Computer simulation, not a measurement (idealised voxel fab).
The following process module bears the name voxel fin reveal.
It is cross-section cut that appears here, measuring 215 nm in width, its square cells being 5 nm in size.
Each cross-section below is a grid of square cells, stated as bands in top-down order, with one or more rows of cells making up each band.
The band entry comprises the height of the band's top followed by the height of its bottom, expressed in nm, and subsequently the band's materials from left to right, each stated together with its width in nm. Where a single material is marked with the word "all across", that material fills the band from edge to edge. The word "air" represents empty space.
The level at which height equals 0 is the one under which the wafer, as it arrives, is entirely one material. No lower edge exists for the bottom band, which continues downward and is notated as in "from 0 down".
Note: "30 to 40" means the width goes from the first number (top row of the band) to the second number (bottom row) in equal steps per row of cells.
Any step labelled "no alterations made" changed none of the cells in the cross-section.
Basically, "Voids lacking openings" tells you about the enclosed voids: empty spaces with no open way to the top, 8 cells or bigger, each written width x height at distance, where distance is from the left edge, all in nm.
What comes after the settings on a step's line is commentary from the simulator itself on that step.
On any step carrying a mask, the "overlay nm" setting, if present on the step's line, tells how far right of its planned place the mask lay; negative values point to the left.

Process steps (planned):
1 RECEIVE | material Si
2 CONFORMAL_DEP | material SiN | thk nm 5
3 MASKED_ETCH | tone cover | mask id FINS | width nm 15 | pitch nm 40 | etch materials SiN | depth nm 5 | overlay nm 0
4 MASKED_ETCH | tone cover | mask id FINS | width nm 15 | pitch nm 40 | etch materials Si | depth nm 30 | overlay nm 0
5 OXIDIZE | depth nm 5
6 FILL_DEP | material SiO2 | thk nm 10
7 CMP | height nm 5
8 SELECTIVE_ETCH | etch materials SiO2 | depth nm 25
9 STRIP | etch materials SiN

What follows covers the first of two wafers; it ran as planned:

Step 1 complete: cross-section of the wafer as received:
	from 0 down: Si all across
	Voids lacking openings: none

So this is the wafer cross-section right after step 2:
	from 5 to 0: SiN all across
	Note: structure below 0 unchanged.

So this is the wafer cross-section right after step 3:
	from 5 to 0: 60 nm air, 15 nm SiN, 25 nm air, 15 nm SiN, 25 nm air, 15 nm SiN, 60 nm air
	Note: structure below 0 unchanged.

So this is the wafer cross-section right after step 4:
	from 5 to 0: 60 nm air, 15 nm SiN, 25 nm air, 15 nm SiN, 25 nm air, 15 nm SiN, 60 nm air
	from 0 to -30: 60 nm air, 15 nm Si, 25 nm air, 15 nm Si, 25 nm air, 15 nm Si, 60 nm air
	Note: structure below -30 unchanged.

So this is the wafer cross-section right after step 5:
	from 5 to 0: 60 nm air, 15 nm SiN, 25 nm air, 15 nm SiN, 25 nm air, 15 nm SiN, 60 nm air
	from 0 to -30: 60 nm air, 5 nm SiO2, 5 nm Si, 5 nm SiO2, 25 nm air, 5 nm SiO2, 5 nm Si, 5 nm SiO2, 25 nm air, 5 nm SiO2, 5 nm Si, 5 nm SiO2, 60 nm air
	from -30 to -35: 65 nm SiO2, 5 nm Si, 35 nm SiO2, 5 nm Si, 35 nm SiO2, 5 nm Si, 65 nm SiO2
	Note: structure below -35 unchanged.

So this is the wafer cross-section right after step 6:
	from 15 to 5: SiO2 all across
	from 5 to 0: 60 nm SiO2, 15 nm SiN, 25 nm SiO2, 15 nm SiN, 25 nm SiO2, 15 nm SiN, 60 nm SiO2
	from 0 to -35: 65 nm SiO2, 5 nm Si, 35 nm SiO2, 5 nm Si, 35 nm SiO2, 5 nm Si, 65 nm SiO2
	Note: structure below -35 unchanged.

So this is the wafer cross-section right after step 7:
	from 5 to 0: 60 nm SiO2, 15 nm SiN, 25 nm SiO2, 15 nm SiN, 25 nm SiO2, 15 nm SiN, 60 nm SiO2
	Note: structure below 0 unchanged.

So this is the wafer cross-section right after step 8:
	from 5 to 0: 60 nm air, 15 nm SiN, 25 nm air, 15 nm SiN, 25 nm air, 15 nm SiN, 60 nm air
	from 0 to -20: 65 nm air, 5 nm Si, 35 nm air, 5 nm Si, 35 nm air, 5 nm Si, 65 nm air
	Note: structure below -20 unchanged.

So this is the wafer cross-section right after step 9:
	from 0 to -20: 65 nm air, 5 nm Si, 35 nm air, 5 nm Si, 35 nm air, 5 nm Si, 65 nm air
	Note: structure below -20 unchanged.

Now the other wafer: same start, same recipe, but we messed up one thing when running it. Up to and including step 3 it's the same as the first one:

Cross-section of the second wafer at the time step 4 of the plan should have ended:
	from 5 to 0: 60 nm air, 15 nm SiN, 25 nm air, 15 nm SiN, 25 nm air, 15 nm SiN, 60 nm air
	from 0 to -30: 50 nm air, 25 nm Si, 15 nm air, 25 nm Si, 15 nm air, 25 nm Si, 60 nm air
	Note: structure below -30 unchanged.

Cross-section of the second wafer at the time step 5 of the plan should have ended:
	from 5 to 0: 60 nm air, 15 nm SiN, 25 nm air, 15 nm SiN, 25 nm air, 15 nm SiN, 60 nm air
	from 0 to -5: 50 nm air, 15 nm SiO2, 5 nm Si, 5 nm SiO2, 15 nm air, 15 nm SiO2, 5 nm Si, 5 nm SiO2, 15 nm air, 15 nm SiO2, 5 nm Si, 5 nm SiO2, 60 nm air
	from -5 to -30: 50 nm air, 5 nm SiO2, 15 nm Si, 5 nm SiO2, 15 nm air, 5 nm SiO2, 15 nm Si, 5 nm SiO2, 15 nm air, 5 nm SiO2, 15 nm Si, 5 nm SiO2, 60 nm air
	from -30 to -35: 55 nm SiO2, 15 nm Si, 25 nm SiO2, 15 nm Si, 25 nm SiO2, 15 nm Si, 65 nm SiO2
	Note: structure below -35 unchanged.

Cross-section of the second wafer at the time step 6 of the plan should have ended:
	from 15 to 5: SiO2 all across
	from 5 to 0: 60 nm SiO2, 15 nm SiN, 25 nm SiO2, 15 nm SiN, 25 nm SiO2, 15 nm SiN, 60 nm SiO2
	from 0 to -5: 65 nm SiO2, 5 nm Si, 35 nm SiO2, 5 nm Si, 35 nm SiO2, 5 nm Si, 65 nm SiO2
	from -5 to -35: 55 nm SiO2, 15 nm Si, 25 nm SiO2, 15 nm Si, 25 nm SiO2, 15 nm Si, 65 nm SiO2
	Note: structure below -35 unchanged.

Cross-section of the second wafer at the time step 7 of the plan should have ended:
	from 5 to 0: 60 nm SiO2, 15 nm SiN, 25 nm SiO2, 15 nm SiN, 25 nm SiO2, 15 nm SiN, 60 nm SiO2
	Note: structure below 0 unchanged.

Cross-section of the second wafer at the time step 8 of the plan should have ended:
	from 5 to 0: 60 nm air, 15 nm SiN, 25 nm air, 15 nm SiN, 25 nm air, 15 nm SiN, 60 nm air
	from 0 to -5: 65 nm air, 5 nm Si, 35 nm air, 5 nm Si, 35 nm air, 5 nm Si, 65 nm air
	from -5 to -20: 55 nm air, 15 nm Si, 25 nm air, 15 nm Si, 25 nm air, 15 nm Si, 65 nm air
	Note: structure below -20 unchanged.

Cross-section of the second wafer at the time step 9 of the plan should have ended:
	from 0 to -5: 65 nm air, 5 nm Si, 35 nm air, 5 nm Si, 35 nm air, 5 nm Si, 65 nm air
	Note: structure below -5 unchanged.
Finding, execution versus plan: in deviation from the planned setting, step 4 was conducted as MASKED_ETCH | tone cover | mask id FINS | width nm 15 | pitch nm 40 | etch materials Si | depth nm 30 | overlay nm -10
End check, counted in cells, second wafer has more or fewer of these materials than the first: +36 Si; -18 SiO2
